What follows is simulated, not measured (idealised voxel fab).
process module | voxel self aligned vias
The cross-section shown here is cut; it is 260 nm wide and divided into square cells measuring 5 nm on a side.
When this document writes out a cross-section, it uses a grid of square cells and lists it as bands, beginning at the top and moving down, with a band standing for one or more rows of cells.
What a band's entry tells you: where the top is and where the bottom is, as heights in nm, and after that what lies inside, material by material from left to right, each with its width in nm. Empty space is written as the word "air", and a single material marked with the word "edge to edge" occupies the band from edge to edge.
Measure heights from 0. That's the level where, below it, the as-received wafer is all one material. The lowest band is bottomless and extends downward; write it as in "from 0 down".
Width spec "30..40" -> top row of cells at first value, bottom row at second value, equal per-row change in between.
You'll sometimes find "everything unchanged" written for a step, and that's the way of saying that nowhere in the cross-section did a cell change during that step.
Listed in "Closed void table": every empty space of 8 or more cells without an open way to the top. Form: width x height at distance, the distance being from the left edge, all in nm.
If you see something after the settings on a step's line, that's the simulator's own remark about that step.
The optional step-line setting "overlay nm" applies to steps with a mask and quantifies how far to the right of its planned location the mask lay, a negative value indicating leftward placement.

## Here's what the planned process steps look like
1. RECEIVE [material Si]
2. CONFORMAL_DEP [material SiO2] [thk nm 15]
3. CONFORMAL_DEP [material SiCN] [thk nm 5]
4. DIRECTIONAL_DEP [material SiO2] [thk nm 20]
5. DIRECTIONAL_DEP [material aC] [thk nm 10]
6. PATTERN [tone open] [mask id LINES] [material resist] [width nm 30] [pitch nm 60] [thk nm 25] [overlay nm 0]
7. DIRECTIONAL_ETCH [etch materials aC] [depth nm 10]
8. STRIP [etch materials resist]
9. DIRECTIONAL_ETCH [etch materials SiO2] [depth nm 20]
10. STRIP [etch materials aC]
11. CONFORMAL_DEP [material TiN] [thk nm 5]
12. FILL_DEP [material Ru] [thk nm 5]
13. CMP [height nm 40]
14. SELECTIVE_ETCH [etch materials W Ru TiN] [depth nm 5]
15. FILL_DEP [material SiN] [thk nm 10]
16. CMP [height nm 40]
17. DIRECTIONAL_DEP [material SiO2] [thk nm 15]
18. MASKED_ETCH [tone open] [mask id VIAS] [width nm 40] [pitch nm 120] [etch materials SiO2] [depth nm 15] [overlay nm 0]
19. MASKED_ETCH [tone open] [mask id VIAS] [width nm 40] [pitch nm 120] [etch materials SiN] [depth nm 5] [overlay nm 0]
20. CONFORMAL_DEP [material TiN] [thk nm 5]
21. FILL_DEP [material Ru] [thk nm 10]
22. CMP [height nm 55]
23. CONFORMAL_DEP [material SiN] [thk nm 5]

## Cross-section of the wafer as it came to us, i.e., already through step 1
- from 0 down  Si edge to edge
- Closed void table: none

## End-of-module cross-section of the first of two wafers, processed as planned
- from 60 to 55  SiN edge to edge
- from 55 to 45  50 SiO2, then 5 TiN, then 30 Ru, then 5 TiN, then 80 SiO2, then 5 TiN, then 30 Ru, then 5 TiN, then 50 SiO2
- from 45 to 40  50 SiO2, then 10 TiN, then 20 Ru, then 10 TiN, then 80 SiO2, then 10 TiN, then 20 Ru, then 10 TiN, then 50 SiO2
- from 40 to 35  55 SiO2, then 30 TiN, then 30 SiO2, then 30 SiN, then 30 SiO2, then 30 TiN, then 55 SiO2
- from 35 to 25  55 SiO2, then 5 TiN, then 20 Ru, then 5 TiN, then 30 SiO2, then 5 TiN, then 20 Ru, then 5 TiN, then 30 SiO2, then 5 TiN, then 20 Ru, then 5 TiN, then 55 SiO2
- from 25 to 20  55 SiO2, then 30 TiN, then 30 SiO2, then 30 TiN, then 30 SiO2, then 30 TiN, then 55 SiO2
- from 20 to 15  SiCN edge to edge
- from 15 to 0  SiO2 edge to edge
- from 0 down  Si edge to edge
- Closed void table: none

## Second wafer through the module, sectioned at the end: same beginning and same plan as the first wafer, with one mistake in carrying it out
- from 60 to 55  SiN edge to edge
- from 55 to 45  50 SiO2, then 5 TiN, then 30 Ru, then 5 TiN, then 80 SiO2, then 5 TiN, then 30 Ru, then 5 TiN, then 50 SiO2
- from 45 to 40  50 SiO2, then 10 TiN, then 20 Ru, then 10 TiN, then 80 SiO2, then 10 TiN, then 20 Ru, then 10 TiN, then 50 SiO2
- from 40 to 35  55 SiO2, then 30 TiN, then 30 SiO2, then 30 SiN, then 30 SiO2, then 30 TiN, then 55 SiO2
- from 35 to 25  55 SiO2, then 30 SiN, then 30 SiO2, then 30 SiN, then 30 SiO2, then 30 SiN, then 55 SiO2
- from 25 to 20  55 SiO2, then 30 TiN, then 30 SiO2, then 30 TiN, then 30 SiO2, then 30 TiN, then 55 SiO2
- from 20 to 15  SiCN edge to edge
- from 15 to 0  SiO2 edge to edge
- from 0 down  Si edge to edge
- Closed void table: none
What was done differently from what was planned? contrary to plan, step 14 was performed as SELECTIVE_ETCH [etch materials W Ru TiN] [depth nm 15]
Once processing is complete, comparing cell counts shows that the second wafer has more or fewer of certain materials than the first: Ru: 24 fewer; SiN: 36 more; TiN: 12 fewer
